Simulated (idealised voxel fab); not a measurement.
voxel capacitor over wiring: a process module
Shown is cross-section cut, with a width of 155 nm and square cells of size 5 nm.
How to read a cross-section here: the picture is a grid of square cells, written as bands going from the top down, and any band can span one or more rows of cells. Band: top and bottom heights (nm) first, top before bottom; then materials from left to right, widths in nm. "everywhere" marks a sole material filling the band edge to edge. "empty" denotes empty space. Height reference: 0 = level under which incoming wafer is all one material. Lowest band: no bottom, runs on downward, e.g. "z 0 and below". With a width like "30 to 40", each row of cells in the band differs from the next by the same amount, the top row carrying the first number and the bottom row the second. Given "nothing different" for a step, no cell of the cross-section differs between before and after that step. The entry titled "Closed void catalog" provides the empty spaces that have no open way to the top, restricted to those of 8 cells or more. Each is presented as width x height at distance, the distance being measured from the left edge, with all three in nm. Read whatever lies past the settings on a step's line as the simulator's own remark about the step. The line of a step may include "overlay nm". On a step with a mask, this value is how far to the right of its planned place the mask lay. A negative value means the mask lay to the left.
The planned process steps are enumerated hereunder:
- 1: RECEIVE [material Si]
- 2: CONFORMAL_DEP [material SiO2] [thk nm 15]
- 3: CONFORMAL_DEP [material SiN] [thk nm 5]
- 4: DIRECTIONAL_DEP [material SiO2] [thk nm 15]
- 5: PATTERN [tone open] [mask id METAL_1] [material resist] [width nm 30] [pitch nm 85] [thk nm 20] [overlay nm 0]
- 6: DIRECTIONAL_ETCH [etch materials SiO2] [depth nm 15]
- 7: DIRECTIONAL_ETCH [etch materials SiN] [depth nm 5]
- 8: STRIP [etch materials resist]
- 9: CONFORMAL_DEP [material TiN] [thk nm 5]
- 10: FILL_DEP [material W] [thk nm 10]
- 11: CMP [height nm 35]
- 12: CONFORMAL_DEP [material SiCN] [thk nm 5]
- 13: DIRECTIONAL_DEP [material SiO2] [thk nm 10]
- 14: DIRECTIONAL_DEP [material aC] [thk nm 15]
- 15: PATTERN [tone open] [mask id PLUG_1] [material resist] [width nm 15] [thk nm 30] [overlay nm 0]
- 16: DIRECTIONAL_ETCH [etch materials aC] [depth nm 15]
- 17: STRIP [etch materials resist]
- 18: DIRECTIONAL_ETCH [etch materials SiO2] [depth nm 10]
- 19: DIRECTIONAL_ETCH [etch materials SiCN] [depth nm 5]
- 20: STRIP [etch materials aC]
- 21: EPI [material Ru] [thk nm 10]
- 22: EPI [material Ru] [thk nm 5]
- 23: DIRECTIONAL_DEP [material TiN] [thk nm 10]
- 24: DIRECTIONAL_DEP [material Al2O3] [thk nm 5]
- 25: DIRECTIONAL_DEP [material TiN] [thk nm 5]
- 26: MASKED_ETCH [tone cover] [mask id UPPER_PLATE] [width nm 60] [etch materials TiN] [depth nm 5] [overlay nm 0]
- 27: MASKED_ETCH [tone cover] [mask id UPPER_PLATE] [width nm 60] [etch materials Al2O3] [depth nm 5] [overlay nm 0]
- 28: PATTERN [tone cover] [mask id LOWER_PLATE] [material resist] [width nm 70] [thk nm 20] [overlay nm 0]
- 29: DIRECTIONAL_ETCH [etch materials TiN] [depth nm 10]
- 30: STRIP [etch materials resist]
- 31: FILL_DEP [material SiO2] [thk nm 20]
- 32: CMP [height nm 85]
- 33: PATTERN [tone open] [mask id PLUG_2] [material resist] [width nm 15] [thk nm 15] [overlay nm 0]
- 34: DIRECTIONAL_ETCH [etch materials SiO2] [depth nm 15]
- 35: STRIP [etch materials resist]
- 36: CONFORMAL_DEP [material TiN] [thk nm 5]
- 37: FILL_DEP [material Ru] [thk nm 5]
- 38: CMP [height nm 85]
- 39: CONFORMAL_DEP [material SiCN] [thk nm 5]
Incoming wafer in cross-section (state: after step 1):
* z 0 and below | Si everywhere
* Closed void catalog: none
Post-module cross-section of the first of two wafers (run per plan):
* z 90 to 85 | SiCN everywhere
* z 85 to 75 | SiO2=45, then TiN=5, then Ru=5, then TiN=5, then SiO2=95
* z 75 to 65 | SiO2=45 to 35, then TiN=15 to 60, then SiO2=95 to 60
* z 65 to 60 | SiO2=35, then Al2O3=60, then SiO2=60
* z 60 to 50 | SiO2=30, then TiN=70, then SiO2=55
* z 50 to 40 | SiO2=35, then Ru=15, then SiO2=105
* z 40 to 35 | SiCN=35, then Ru=15, then SiCN=105
* z 35 to 20 | SiO2=20, then TiN=5, then W=20, then TiN=5, then SiO2=55, then TiN=5, then W=20, then TiN=5, then SiO2=20
* z 20 to 15 | SiN=20, then TiN=30, then SiN=55, then TiN=30, then SiN=20
* z 15 to 0 | SiO2 everywhere
* z 0 and below | Si everywhere
* Closed void catalog: none
Cross-section at end of module for the second wafer of two, which matched the first in starting point and plan and differed by one mistake in its processing:
* z 90 to 85 | SiCN everywhere
* z 85 to 75 | SiO2=45, then TiN=5, then Ru=5, then TiN=5, then SiO2=95
* z 75 to 65 | SiO2=45 to 35, then TiN=15 to 60, then SiO2=95 to 60
* z 65 to 60 | SiO2=35, then Al2O3=60, then SiO2=60
* z 60 to 50 | SiO2=30, then TiN=70, then SiO2=55
* z 50 to 40 | SiO2=35, then Ru=15, then SiO2=105
* z 40 to 35 | SiCN=35, then Ru=15, then SiCN=105
* z 35 to 20 | SiO2=25, then TiN=5, then W=15, then TiN=5, then SiO2=60, then TiN=5, then W=15, then TiN=5, then SiO2=20
* z 20 to 15 | SiN=25, then TiN=25, then SiN=60, then TiN=25, then SiN=20
* z 15 to 0 | SiO2 everywhere
* z 0 and below | Si everywhere
* Closed void catalog: none
Diagnosis: planned and actual differ for step 5; actual: PATTERN [tone open] [mask id METAL_1] [material resist] [width nm 25] [pitch nm 85] [thk nm 20] [overlay nm 0]
End of process, cell counts, second wafer against first, materials with more or fewer: SiN: 2 more, SiO2: 6 more, TiN: 2 fewer, W: 6 fewer
